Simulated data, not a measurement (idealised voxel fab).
Module name: voxel wiring stack (process module)
The figure presents cross-section cut, which has a width of 275 nm and is divided into square cells with an edge length of 5 nm.
Format of a cross-section: grid, square cells. Given as bands. Order: top down. Band: one or more rows of cells.
It is stipulated that each band's entry specify, in nanometres, the height of the top of the band and then that of its bottom, followed by the materials of the band in left-to-right sequence, each together with its width in nanometres. A single material marked by the word "everywhere" is understood to fill the band from edge to edge; the word "empty" is understood to denote empty space.
Convention: height 0 is the level below which the wafer, as received, is all one material. The lowest band does not terminate at the bottom but continues downward, represented as "0 down".
With a width like "30..40", each row of cells in the band differs from the next by the same amount, the top row carrying the first number and the bottom row the second.
For the purposes of this document, the phrase "no alteration" attached to a step denotes that no cell within the cross-section was modified by that step.
The label "Closed void roster" introduces a list of the empty spaces, 8 cells or larger, that have no open way up to the top; each entry in it reads width x height at distance, where the distance is taken from the left edge and all three are stated in nm.
Anything after a step's settings on that line? It's the simulator's own note about the step.
"overlay nm", when on a step's line for a step with a mask, measures how far to the right of its planned place the mask lay; a negative measure means to the left.
# The planned process steps are enumerated hereunder
1: RECEIVE with material Si
2: CONFORMAL_DEP with material SiO2, thk nm 15
3: DIRECTIONAL_DEP with material TiN, thk nm 5
4: DIRECTIONAL_DEP with material Ru, thk nm 15
5: DIRECTIONAL_DEP with material aC, thk nm 15
6: PATTERN with tone cover, mask id METAL_1, material resist, width nm 25, pitch nm 40, thk nm 35, overlay nm 0
7: DIRECTIONAL_ETCH with etch materials aC, depth nm 15
8: STRIP with etch materials resist
9: DIRECTIONAL_ETCH with etch materials Ru, depth nm 15
10: DIRECTIONAL_ETCH with etch materials TiN, depth nm 5
11: STRIP with etch materials aC
12: FILL_DEP with material lowk, thk nm 5
13: CMP with height nm 35
14: CONFORMAL_DEP with material SiCN, thk nm 5
15: DIRECTIONAL_DEP with material lowk, thk nm 15
16: DIRECTIONAL_DEP with material aC, thk nm 15
17: PATTERN with tone open, mask id PLUG_1, material resist, width nm 15, pitch nm 40, thk nm 35, overlay nm 0
18: DIRECTIONAL_ETCH with etch materials aC, depth nm 15
19: STRIP with etch materials resist
20: DIRECTIONAL_ETCH with etch materials lowk, depth nm 15
21: DIRECTIONAL_ETCH with etch materials SiCN, depth nm 5
22: STRIP with etch materials aC
23: EPI with material Ru, thk nm 10
24: EPI with material Ru, thk nm 10
25: CONFORMAL_DEP with material SiN, thk nm 5
26: DIRECTIONAL_DEP with material SiO2, thk nm 15
27: MASKED_ETCH with tone open, mask id METAL_2, width nm 25, pitch nm 40, etch materials SiO2, depth nm 15, overlay nm 0
28: MASKED_ETCH with tone open, mask id METAL_2, width nm 25, pitch nm 40, etch materials SiN, depth nm 5, overlay nm 0
29: CONFORMAL_DEP with material TiN, thk nm 5
30: FILL_DEP with material Cu, thk nm 5
31: CMP with height nm 75
32: EPI with material Ru, thk nm 5
33: FILL_DEP with material SiCN, thk nm 5
34: DIRECTIONAL_DEP with material SiO2, thk nm 35
35: MASKED_ETCH with tone open, mask id METAL_3, width nm 25, pitch nm 40, etch materials SiO2, depth nm 20, overlay nm 0
36: DIRECTIONAL_DEP with material aC, thk nm 10
37: PATTERN with tone open, mask id METAL_3_HOLES, material resist, width nm 15, pitch nm 80, thk nm 30, overlay nm 0
38: DIRECTIONAL_ETCH with etch materials aC, depth nm 10
39: STRIP with etch materials resist
40: DIRECTIONAL_ETCH with etch materials SiO2, depth nm 15
41: DIRECTIONAL_ETCH with etch materials SiCN, depth nm 5
42: STRIP with etch materials aC
43: CONFORMAL_DEP with material TiN, thk nm 5
44: FILL_DEP with material Cu, thk nm 5
45: CMP with height nm 120
46: CONFORMAL_DEP with material SiN, thk nm 5
# First of the two wafers, run per plan
# Wafer at receipt (post step 1), cross-section
- 0 down  Si everywhere
- Closed void roster: none
# Cross-sectional representation of the wafer at the conclusion of step 2
- 15 to 0  SiO2 everywhere
- Below 0 it's all the same as before, nothing changed down there.
# Cross-sectional representation of the wafer at the conclusion of step 3
- 20 to 15  TiN everywhere
- Below 15 it's all the same as before, nothing changed down there.
# Cross-sectional representation of the wafer at the conclusion of step 4
- 35 to 20  Ru everywhere
- Below 20 it's all the same as before, nothing changed down there.
# Cross-sectional representation of the wafer at the conclusion of step 5
- 50 to 35  aC everywhere
- Below 35 it's all the same as before, nothing changed down there.
# Cross-sectional representation of the wafer at the conclusion of step 6
- 85 to 50  65 empty, 25 resist, 15 empty, 25 resist, 15 empty, 25 resist, 15 empty, 25 resist, 65 empty
- Below 50 it's all the same as before, nothing changed down there.
# Cross-sectional representation of the wafer at the conclusion of step 7
- 70 to 50  65 empty, 25 resist, 15 empty, 25 resist, 15 empty, 25 resist, 15 empty, 25 resist, 65 empty
- 50 to 35  65 empty, 25 aC, 15 empty, 25 aC, 15 empty, 25 aC, 15 empty, 25 aC, 65 empty
- Below 35 it's all the same as before, nothing changed down there.
# Cross-sectional representation of the wafer at the conclusion of step 8
- 50 to 35  65 empty, 25 aC, 15 empty, 25 aC, 15 empty, 25 aC, 15 empty, 25 aC, 65 empty
- Below 35 it's all the same as before, nothing changed down there.
# Cross-sectional representation of the wafer at the conclusion of step 9
- 50 to 35  65 empty, 25 aC, 15 empty, 25 aC, 15 empty, 25 aC, 15 empty, 25 aC, 65 empty
- 35 to 20  65 empty, 25 Ru, 15 empty, 25 Ru, 15 empty, 25 Ru, 15 empty, 25 Ru, 65 empty
- Below 20 it's all the same as before, nothing changed down there.
# Cross-sectional representation of the wafer at the conclusion of step 10
- 50 to 35  65 empty, 25 aC, 15 empty, 25 aC, 15 empty, 25 aC, 15 empty, 25 aC, 65 empty
- 35 to 20  65 empty, 25 Ru, 15 empty, 25 Ru, 15 empty, 25 Ru, 15 empty, 25 Ru, 65 empty
- 20 to 15  65 empty, 25 TiN, 15 empty, 25 TiN, 15 empty, 25 TiN, 15 empty, 25 TiN, 65 empty
- Below 15 it's all the same as before, nothing changed down there.
# Cross-sectional representation of the wafer at the conclusion of step 11
- 35 to 20  65 empty, 25 Ru, 15 empty, 25 Ru, 15 empty, 25 Ru, 15 empty, 25 Ru, 65 empty
- Below 20 it's all the same as before, nothing changed down there.
# Cross-sectional representation of the wafer at the conclusion of step 12
- 40 to 35  lowk everywhere
- 35 to 20  65 lowk, 25 Ru, 15 lowk, 25 Ru, 15 lowk, 25 Ru, 15 lowk, 25 Ru, 65 lowk
- 20 to 15  65 lowk, 25 TiN, 15 lowk, 25 TiN, 15 lowk, 25 TiN, 15 lowk, 25 TiN, 65 lowk
- Below 15 it's all the same as before, nothing changed down there.
# Cross-sectional representation of the wafer at the conclusion of step 13
- 35 to 20  65 lowk, 25 Ru, 15 lowk, 25 Ru, 15 lowk, 25 Ru, 15 lowk, 25 Ru, 65 lowk
- Below 20 it's all the same as before, nothing changed down there.
# Cross-sectional representation of the wafer at the conclusion of step 14
- 40 to 35  SiCN everywhere
- Below 35 it's all the same as before, nothing changed down there.
# Cross-sectional representation of the wafer at the conclusion of step 15
- 55 to 40  lowk everywhere
- Below 40 it's all the same as before, nothing changed down there.
# Cross-sectional representation of the wafer at the conclusion of step 16
- 70 to 55  aC everywhere
- Below 55 it's all the same as before, nothing changed down there.
# Cross-sectional representation of the wafer at the conclusion of step 17
- 105 to 70  65 resist, 15 empty, 25 resist, 15 empty, 25 resist, 15 empty, 25 resist, 15 empty, 75 resist
- Below 70 it's all the same as before, nothing changed down there.
# Cross-sectional representation of the wafer at the conclusion of step 18
- 90 to 70  65 resist, 15 empty, 25 resist, 15 empty, 25 resist, 15 empty, 25 resist, 15 empty, 75 resist
- 70 to 55  65 aC, 15 empty, 25 aC, 15 empty, 25 aC, 15 empty, 25 aC, 15 empty, 75 aC
- Below 55 it's all the same as before, nothing changed down there.
# Cross-sectional representation of the wafer at the conclusion of step 19
- 70 to 55  65 aC, 15 empty, 25 aC, 15 empty, 25 aC, 15 empty, 25 aC, 15 empty, 75 aC
- Below 55 it's all the same as before, nothing changed down there.
# Cross-sectional representation of the wafer at the conclusion of step 20
- 70 to 55  65 aC, 15 empty, 25 aC, 15 empty, 25 aC, 15 empty, 25 aC, 15 empty, 75 aC
- 55 to 40  65 lowk, 15 empty, 25 lowk, 15 empty, 25 lowk, 15 empty, 25 lowk, 15 empty, 75 lowk
- Below 40 it's all the same as before, nothing changed down there.
# Cross-sectional representation of the wafer at the conclusion of step 21
- 70 to 55  65 aC, 15 empty, 25 aC, 15 empty, 25 aC, 15 empty, 25 aC, 15 empty, 75 aC
- 55 to 40  65 lowk, 15 empty, 25 lowk, 15 empty, 25 lowk, 15 empty, 25 lowk, 15 empty, 75 lowk
- 40 to 35  65 SiCN, 15 empty, 25 SiCN, 15 empty, 25 SiCN, 15 empty, 25 SiCN, 15 empty, 75 SiCN
- Below 35 it's all the same as before, nothing changed down there.
# Cross-sectional representation of the wafer at the conclusion of step 22
- 55 to 40  65 lowk, 15 empty, 25 lowk, 15 empty, 25 lowk, 15 empty, 25 lowk, 15 empty, 75 lowk
- Below 40 it's all the same as before, nothing changed down there.
# Cross-sectional representation of the wafer at the conclusion of step 23
- 55 to 45  65 lowk, 15 empty, 25 lowk, 15 empty, 25 lowk, 15 empty, 25 lowk, 15 empty, 75 lowk
- 45 to 40  65 lowk, 15 Ru, 25 lowk, 15 Ru, 25 lowk, 15 Ru, 25 lowk, 15 Ru, 75 lowk
- 40 to 35  65 SiCN, 15 Ru, 25 SiCN, 15 Ru, 25 SiCN, 15 Ru, 25 SiCN, 15 Ru, 75 SiCN
- Below 35 it's all the same as before, nothing changed down there.
# Cross-sectional representation of the wafer at the conclusion of step 24
- 55 to 40  65 lowk, 15 Ru, 25 lowk, 15 Ru, 25 lowk, 15 Ru, 25 lowk, 15 Ru, 75 lowk
- Below 40 it's all the same as before, nothing changed down there.
# Cross-sectional representation of the wafer at the conclusion of step 25
- 60 to 55  SiN everywhere
- Below 55 it's all the same as before, nothing changed down there.
# Cross-sectional representation of the wafer at the conclusion of step 26
- 75 to 60  SiO2 everywhere
- Below 60 it's all the same as before, nothing changed down there.
# Cross-sectional representation of the wafer at the conclusion of step 27
- 75 to 60  65 SiO2, 25 empty, 15 SiO2, 25 empty, 15 SiO2, 25 empty, 15 SiO2, 25 empty, 65 SiO2
- Below 60 it's all the same as before, nothing changed down there.
# Cross-sectional representation of the wafer at the conclusion of step 28
- 75 to 60  65 SiO2, 25 empty, 15 SiO2, 25 empty, 15 SiO2, 25 empty, 15 SiO2, 25 empty, 65 SiO2
- 60 to 55  65 SiN, 25 empty, 15 SiN, 25 empty, 15 SiN, 25 empty, 15 SiN, 25 empty, 65 SiN
- Below 55 it's all the same as before, nothing changed down there.
# Cross-sectional representation of the wafer at the conclusion of step 29
- 80 to 75  70 TiN, 15 empty, 25 TiN, 15 empty, 25 TiN, 15 empty, 25 TiN, 15 empty, 70 TiN
- 75 to 60  65 SiO2, 5 TiN, 15 empty, 5 TiN, 15 SiO2, 5 TiN, 15 empty, 5 TiN, 15 SiO2, 5 TiN, 15 empty, 5 TiN, 15 SiO2, 5 TiN, 15 empty, 5 TiN, 65 SiO2
- 60 to 55  65 SiN, 25 TiN, 15 SiN, 25 TiN, 15 SiN, 25 TiN, 15 SiN, 25 TiN, 65 SiN
- Below 55 it's all the same as before, nothing changed down there.
# Cross-sectional representation of the wafer at the conclusion of step 30
- 85 to 80  Cu everywhere
- 80 to 75  70 TiN, 15 Cu, 25 TiN, 15 Cu, 25 TiN, 15 Cu, 25 TiN, 15 Cu, 70 TiN
- 75 to 60  65 SiO2, 5 TiN, 15 Cu, 5 TiN, 15 SiO2, 5 TiN, 15 Cu, 5 TiN, 15 SiO2, 5 TiN, 15 Cu, 5 TiN, 15 SiO2, 5 TiN, 15 Cu, 5 TiN, 65 SiO2
- Below 60 it's all the same as before, nothing changed down there.
# Cross-sectional representation of the wafer at the conclusion of step 31
- 75 to 60  65 SiO2, 5 TiN, 15 Cu, 5 TiN, 15 SiO2, 5 TiN, 15 Cu, 5 TiN, 15 SiO2, 5 TiN, 15 Cu, 5 TiN, 15 SiO2, 5 TiN, 15 Cu, 5 TiN, 65 SiO2
- Below 60 it's all the same as before, nothing changed down there.
# Cross-sectional representation of the wafer at the conclusion of step 32
- 80 to 75  60 empty, 35 Ru, 5 empty, 35 Ru, 5 empty, 35 Ru, 5 empty, 35 Ru, 60 empty
- Below 75 it's all the same as before, nothing changed down there.
# Cross-sectional representation of the wafer at the conclusion of step 33
- 85 to 80  SiCN everywhere
- 80 to 75  60 SiCN, 35 Ru, 5 SiCN, 35 Ru, 5 SiCN, 35 Ru, 5 SiCN, 35 Ru, 60 SiCN
- Below 75 it's all the same as before, nothing changed down there.
# Cross-sectional representation of the wafer at the conclusion of step 34
- 120 to 85  SiO2 everywhere
- Below 85 it's all the same as before, nothing changed down there.
# Cross-sectional representation of the wafer at the conclusion of step 35
- 120 to 100  65 SiO2, 25 empty, 15 SiO2, 25 empty, 15 SiO2, 25 empty, 15 SiO2, 25 empty, 65 SiO2
- Below 100 it's all the same as before, nothing changed down there.
# Cross-sectional representation of the wafer at the conclusion of step 36
- 130 to 120  65 aC, 25 empty, 15 aC, 25 empty, 15 aC, 25 empty, 15 aC, 25 empty, 65 aC
- 120 to 110  65 SiO2, 25 empty, 15 SiO2, 25 empty, 15 SiO2, 25 empty, 15 SiO2, 25 empty, 65 SiO2
- 110 to 100  65 SiO2, 25 aC, 15 SiO2, 25 aC, 15 SiO2, 25 aC, 15 SiO2, 25 aC, 65 SiO2
- Below 100 it's all the same as before, nothing changed down there.
# Cross-sectional representation of the wafer at the conclusion of step 37
- 160 to 130  65 resist, 15 empty, 65 resist, 15 empty, 115 resist
- 130 to 120  65 aC, 15 empty, 10 resist, 15 aC, 25 resist, 15 aC, 15 empty, 10 resist, 15 aC, 25 resist, 65 aC
- 120 to 110  65 SiO2, 15 empty, 10 resist, 15 SiO2, 25 resist, 15 SiO2, 15 empty, 10 resist, 15 SiO2, 25 resist, 65 SiO2
- Below 110 it's all the same as before, nothing changed down there.
# Cross-sectional representation of the wafer at the conclusion of step 38
- 150 to 130  65 resist, 15 empty, 65 resist, 15 empty, 115 resist
- 130 to 120  65 aC, 15 empty, 10 resist, 15 aC, 25 resist, 15 aC, 15 empty, 10 resist, 15 aC, 25 resist, 65 aC
- 120 to 110  65 SiO2, 15 empty, 10 resist, 15 SiO2, 25 resist, 15 SiO2, 15 empty, 10 resist, 15 SiO2, 25 resist, 65 SiO2
- 110 to 100  65 SiO2, 15 empty, 10 aC, 15 SiO2, 25 aC, 15 SiO2, 15 empty, 10 aC, 15 SiO2, 25 aC, 65 SiO2
- Below 100 it's all the same as before, nothing changed down there.
# Cross-sectional representation of the wafer at the conclusion of step 39
- 130 to 120  65 aC, 25 empty, 15 aC, 25 empty, 15 aC, 25 empty, 15 aC, 25 empty, 65 aC
- 120 to 110  65 SiO2, 25 empty, 15 SiO2, 25 empty, 15 SiO2, 25 empty, 15 SiO2, 25 empty, 65 SiO2
- Below 110 it's all the same as before, nothing changed down there.
# Cross-sectional representation of the wafer at the conclusion of step 40
- 130 to 120  65 aC, 25 empty, 15 aC, 25 empty, 15 aC, 25 empty, 15 aC, 25 empty, 65 aC
- 120 to 110  65 SiO2, 25 empty, 15 SiO2, 25 empty, 15 SiO2, 25 empty, 15 SiO2, 25 empty, 65 SiO2
- 110 to 100  65 SiO2, 15 empty, 10 aC, 15 SiO2, 25 aC, 15 SiO2, 15 empty, 10 aC, 15 SiO2, 25 aC, 65 SiO2
- 100 to 85  65 SiO2, 15 empty, 65 SiO2, 15 empty, 115 SiO2
- Below 85 it's all the same as before, nothing changed down there.
# Cross-sectional representation of the wafer at the conclusion of step 41
- 130 to 120  65 aC, 25 empty, 15 aC, 25 empty, 15 aC, 25 empty, 15 aC, 25 empty, 65 aC
- 120 to 110  65 SiO2, 25 empty, 15 SiO2, 25 empty, 15 SiO2, 25 empty, 15 SiO2, 25 empty, 65 SiO2
- 110 to 100  65 SiO2, 15 empty, 10 aC, 15 SiO2, 25 aC, 15 SiO2, 15 empty, 10 aC, 15 SiO2, 25 aC, 65 SiO2
- 100 to 85  65 SiO2, 15 empty, 65 SiO2, 15 empty, 115 SiO2
- 85 to 80  65 SiCN, 15 empty, 65 SiCN, 15 empty, 115 SiCN
- Below 80 it's all the same as before, nothing changed down there.
# Cross-sectional representation of the wafer at the conclusion of step 42
- 120 to 100  65 SiO2, 25 empty, 15 SiO2, 25 empty, 15 SiO2, 25 empty, 15 SiO2, 25 empty, 65 SiO2
- Below 100 it's all the same as before, nothing changed down there.
# Cross-sectional representation of the wafer at the conclusion of step 43
- 125 to 120  70 TiN, 15 empty, 25 TiN, 15 empty, 25 TiN, 15 empty, 25 TiN, 15 empty, 70 TiN
- 120 to 105  65 SiO2, 5 TiN, 15 empty, 5 TiN, 15 SiO2, 5 TiN, 15 empty, 5 TiN, 15 SiO2, 5 TiN, 15 empty, 5 TiN, 15 SiO2, 5 TiN, 15 empty, 5 TiN, 65 SiO2
- 105 to 100  65 SiO2, 5 TiN, 5 empty, 15 TiN, 15 SiO2, 25 TiN, 15 SiO2, 5 TiN, 5 empty, 15 TiN, 15 SiO2, 25 TiN, 65 SiO2
- 100 to 85  65 SiO2, 5 TiN, 5 empty, 5 TiN, 65 SiO2, 5 TiN, 5 empty, 5 TiN, 115 SiO2
- 85 to 80  65 SiCN, 15 TiN, 65 SiCN, 15 TiN, 115 SiCN
- Below 80 it's all the same as before, nothing changed down there.
# Cross-sectional representation of the wafer at the conclusion of step 44
- 130 to 125  Cu everywhere
- 125 to 120  70 TiN, 15 Cu, 25 TiN, 15 Cu, 25 TiN, 15 Cu, 25 TiN, 15 Cu, 70 TiN
- 120 to 105  65 SiO2, 5 TiN, 15 Cu, 5 TiN, 15 SiO2, 5 TiN, 15 Cu, 5 TiN, 15 SiO2, 5 TiN, 15 Cu, 5 TiN, 15 SiO2, 5 TiN, 15 Cu, 5 TiN, 65 SiO2
- 105 to 100  65 SiO2, 5 TiN, 5 Cu, 15 TiN, 15 SiO2, 25 TiN, 15 SiO2, 5 TiN, 5 Cu, 15 TiN, 15 SiO2, 25 TiN, 65 SiO2
- 100 to 85  65 SiO2, 5 TiN, 5 Cu, 5 TiN, 65 SiO2, 5 TiN, 5 Cu, 5 TiN, 115 SiO2
- Below 85 it's all the same as before, nothing changed down there.
# Cross-sectional representation of the wafer at the conclusion of step 45
- 120 to 105  65 SiO2, 5 TiN, 15 Cu, 5 TiN, 15 SiO2, 5 TiN, 15 Cu, 5 TiN, 15 SiO2, 5 TiN, 15 Cu, 5 TiN, 15 SiO2, 5 TiN, 15 Cu, 5 TiN, 65 SiO2
- Below 105 it's all the same as before, nothing changed down there.
# Cross-sectional representation of the wafer at the conclusion of step 46
- 125 to 120  SiN everywhere
- Below 120 it's all the same as before, nothing changed down there.
# Regarding the second of the two wafers: it shared the first wafer's starting condition and process plan, yet one error occurred during its execution. Its history coincides with that of the first wafer up to and including step 24
# The second wafer in cross-section, at the planned close of step 25
- 70 to 55  SiN everywhere
- Below 55 it's all the same as before, nothing changed down there.
# The second wafer in cross-section, at the planned close of step 26
- 85 to 70  SiO2 everywhere
- Below 70 it's all the same as before, nothing changed down there.
# The second wafer in cross-section, at the planned close of step 27
- 85 to 70  65 SiO2, 25 empty, 15 SiO2, 25 empty, 15 SiO2, 25 empty, 15 SiO2, 25 empty, 65 SiO2
- Below 70 it's all the same as before, nothing changed down there.
# The second wafer in cross-section, at the planned close of step 28
- 85 to 70  65 SiO2, 25 empty, 15 SiO2, 25 empty, 15 SiO2, 25 empty, 15 SiO2, 25 empty, 65 SiO2
- 70 to 65  65 SiN, 25 empty, 15 SiN, 25 empty, 15 SiN, 25 empty, 15 SiN, 25 empty, 65 SiN
- Below 65 it's all the same as before, nothing changed down there.
# The second wafer in cross-section, at the planned close of step 29
- 90 to 85  70 TiN, 15 empty, 25 TiN, 15 empty, 25 TiN, 15 empty, 25 TiN, 15 empty, 70 TiN
- 85 to 70  65 SiO2, 5 TiN, 15 empty, 5 TiN, 15 SiO2, 5 TiN, 15 empty, 5 TiN, 15 SiO2, 5 TiN, 15 empty, 5 TiN, 15 SiO2, 5 TiN, 15 empty, 5 TiN, 65 SiO2
- 70 to 65  65 SiN, 25 TiN, 15 SiN, 25 TiN, 15 SiN, 25 TiN, 15 SiN, 25 TiN, 65 SiN
- Below 65 it's all the same as before, nothing changed down there.
# The second wafer in cross-section, at the planned close of step 30
- 95 to 90  Cu everywhere
- 90 to 85  70 TiN, 15 Cu, 25 TiN, 15 Cu, 25 TiN, 15 Cu, 25 TiN, 15 Cu, 70 TiN
- 85 to 70  65 SiO2, 5 TiN, 15 Cu, 5 TiN, 15 SiO2, 5 TiN, 15 Cu, 5 TiN, 15 SiO2, 5 TiN, 15 Cu, 5 TiN, 15 SiO2, 5 TiN, 15 Cu, 5 TiN, 65 SiO2
- Below 70 it's all the same as before, nothing changed down there.
# The second wafer in cross-section, at the planned close of step 31
- 75 to 70  65 SiO2, 5 TiN, 15 Cu, 5 TiN, 15 SiO2, 5 TiN, 15 Cu, 5 TiN, 15 SiO2, 5 TiN, 15 Cu, 5 TiN, 15 SiO2, 5 TiN, 15 Cu, 5 TiN, 65 SiO2
- Below 70 it's all the same as before, nothing changed down there.
# The second wafer in cross-section, at the planned close of step 32
- 80 to 75  60 empty, 35 Ru, 5 empty, 35 Ru, 5 empty, 35 Ru, 5 empty, 35 Ru, 60 empty
- Below 75 it's all the same as before, nothing changed down there.
# The second wafer in cross-section, at the planned close of step 33
- 85 to 80  SiCN everywhere
- 80 to 75  60 SiCN, 35 Ru, 5 SiCN, 35 Ru, 5 SiCN, 35 Ru, 5 SiCN, 35 Ru, 60 SiCN
- Below 75 it's all the same as before, nothing changed down there.
# The second wafer in cross-section, at the planned close of step 34
- 120 to 85  SiO2 everywhere
- Below 85 it's all the same as before, nothing changed down there.
# The second wafer in cross-section, at the planned close of step 35
- 120 to 100  65 SiO2, 25 empty, 15 SiO2, 25 empty, 15 SiO2, 25 empty, 15 SiO2, 25 empty, 65 SiO2
- Below 100 it's all the same as before, nothing changed down there.
# The second wafer in cross-section, at the planned close of step 36
- 130 to 120  65 aC, 25 empty, 15 aC, 25 empty, 15 aC, 25 empty, 15 aC, 25 empty, 65 aC
- 120 to 110  65 SiO2, 25 empty, 15 SiO2, 25 empty, 15 SiO2, 25 empty, 15 SiO2, 25 empty, 65 SiO2
- 110 to 100  65 SiO2, 25 aC, 15 SiO2, 25 aC, 15 SiO2, 25 aC, 15 SiO2, 25 aC, 65 SiO2
- Below 100 it's all the same as before, nothing changed down there.
# The second wafer in cross-section, at the planned close of step 37
- 160 to 130  65 resist, 15 empty, 65 resist, 15 empty, 115 resist
- 130 to 120  65 aC, 15 empty, 10 resist, 15 aC, 25 resist, 15 aC, 15 empty, 10 resist, 15 aC, 25 resist, 65 aC
- 120 to 110  65 SiO2, 15 empty, 10 resist, 15 SiO2, 25 resist, 15 SiO2, 15 empty, 10 resist, 15 SiO2, 25 resist, 65 SiO2
- Below 110 it's all the same as before, nothing changed down there.
# The second wafer in cross-section, at the planned close of step 38
- 150 to 130  65 resist, 15 empty, 65 resist, 15 empty, 115 resist
- 130 to 120  65 aC, 15 empty, 10 resist, 15 aC, 25 resist, 15 aC, 15 empty, 10 resist, 15 aC, 25 resist, 65 aC
- 120 to 110  65 SiO2, 15 empty, 10 resist, 15 SiO2, 25 resist, 15 SiO2, 15 empty, 10 resist, 15 SiO2, 25 resist, 65 SiO2
- 110 to 100  65 SiO2, 15 empty, 10 aC, 15 SiO2, 25 aC, 15 SiO2, 15 empty, 10 aC, 15 SiO2, 25 aC, 65 SiO2
- Below 100 it's all the same as before, nothing changed down there.
# The second wafer in cross-section, at the planned close of step 39
- 130 to 120  65 aC, 25 empty, 15 aC, 25 empty, 15 aC, 25 empty, 15 aC, 25 empty, 65 aC
- 120 to 110  65 SiO2, 25 empty, 15 SiO2, 25 empty, 15 SiO2, 25 empty, 15 SiO2, 25 empty, 65 SiO2
- Below 110 it's all the same as before, nothing changed down there.
# The second wafer in cross-section, at the planned close of step 40
- 130 to 120  65 aC, 25 empty, 15 aC, 25 empty, 15 aC, 25 empty, 15 aC, 25 empty, 65 aC
- 120 to 110  65 SiO2, 25 empty, 15 SiO2, 25 empty, 15 SiO2, 25 empty, 15 SiO2, 25 empty, 65 SiO2
- 110 to 100  65 SiO2, 15 empty, 10 aC, 15 SiO2, 25 aC, 15 SiO2, 15 empty, 10 aC, 15 SiO2, 25 aC, 65 SiO2
- 100 to 85  65 SiO2, 15 empty, 65 SiO2, 15 empty, 115 SiO2
- Below 85 it's all the same as before, nothing changed down there.
# The second wafer in cross-section, at the planned close of step 41
- 130 to 120  65 aC, 25 empty, 15 aC, 25 empty, 15 aC, 25 empty, 15 aC, 25 empty, 65 aC
- 120 to 110  65 SiO2, 25 empty, 15 SiO2, 25 empty, 15 SiO2, 25 empty, 15 SiO2, 25 empty, 65 SiO2
- 110 to 100  65 SiO2, 15 empty, 10 aC, 15 SiO2, 25 aC, 15 SiO2, 15 empty, 10 aC, 15 SiO2, 25 aC, 65 SiO2
- 100 to 85  65 SiO2, 15 empty, 65 SiO2, 15 empty, 115 SiO2
- 85 to 80  65 SiCN, 15 empty, 65 SiCN, 15 empty, 115 SiCN
- Below 80 it's all the same as before, nothing changed down there.
# The second wafer in cross-section, at the planned close of step 42
- 120 to 100  65 SiO2, 25 empty, 15 SiO2, 25 empty, 15 SiO2, 25 empty, 15 SiO2, 25 empty, 65 SiO2
- Below 100 it's all the same as before, nothing changed down there.
# The second wafer in cross-section, at the planned close of step 43
- 125 to 120  70 TiN, 15 empty, 25 TiN, 15 empty, 25 TiN, 15 empty, 25 TiN, 15 empty, 70 TiN
- 120 to 105  65 SiO2, 5 TiN, 15 empty, 5 TiN, 15 SiO2, 5 TiN, 15 empty, 5 TiN, 15 SiO2, 5 TiN, 15 empty, 5 TiN, 15 SiO2, 5 TiN, 15 empty, 5 TiN, 65 SiO2
- 105 to 100  65 SiO2, 5 TiN, 5 empty, 15 TiN, 15 SiO2, 25 TiN, 15 SiO2, 5 TiN, 5 empty, 15 TiN, 15 SiO2, 25 TiN, 65 SiO2
- 100 to 85  65 SiO2, 5 TiN, 5 empty, 5 TiN, 65 SiO2, 5 TiN, 5 empty, 5 TiN, 115 SiO2
- 85 to 80  65 SiCN, 15 TiN, 65 SiCN, 15 TiN, 115 SiCN
- Below 80 it's all the same as before, nothing changed down there.
# The second wafer in cross-section, at the planned close of step 44
- 130 to 125  Cu everywhere
- 125 to 120  70 TiN, 15 Cu, 25 TiN, 15 Cu, 25 TiN, 15 Cu, 25 TiN, 15 Cu, 70 TiN
- 120 to 105  65 SiO2, 5 TiN, 15 Cu, 5 TiN, 15 SiO2, 5 TiN, 15 Cu, 5 TiN, 15 SiO2, 5 TiN, 15 Cu, 5 TiN, 15 SiO2, 5 TiN, 15 Cu, 5 TiN, 65 SiO2
- 105 to 100  65 SiO2, 5 TiN, 5 Cu, 15 TiN, 15 SiO2, 25 TiN, 15 SiO2, 5 TiN, 5 Cu, 15 TiN, 15 SiO2, 25 TiN, 65 SiO2
- 100 to 85  65 SiO2, 5 TiN, 5 Cu, 5 TiN, 65 SiO2, 5 TiN, 5 Cu, 5 TiN, 115 SiO2
- Below 85 it's all the same as before, nothing changed down there.
# The second wafer in cross-section, at the planned close of step 45
- 120 to 105  65 SiO2, 5 TiN, 15 Cu, 5 TiN, 15 SiO2, 5 TiN, 15 Cu, 5 TiN, 15 SiO2, 5 TiN, 15 Cu, 5 TiN, 15 SiO2, 5 TiN, 15 Cu, 5 TiN, 65 SiO2
- Below 105 it's all the same as before, nothing changed down there.
# The second wafer in cross-section, at the planned close of step 46
- 125 to 120  SiN everywhere
- Below 120 it's all the same as before, nothing changed down there.
Short version of what went wrong: for step 25, the planned setting was not used; the step was instead run as CONFORMAL_DEP with material SiN, thk nm 15
Upon completion, the second wafer contains, in terms of cells, a greater or smaller amount of certain materials than the first wafer: 24 fewer of Cu | 110 more of SiN | 70 fewer of SiO2 | 16 fewer of TiN
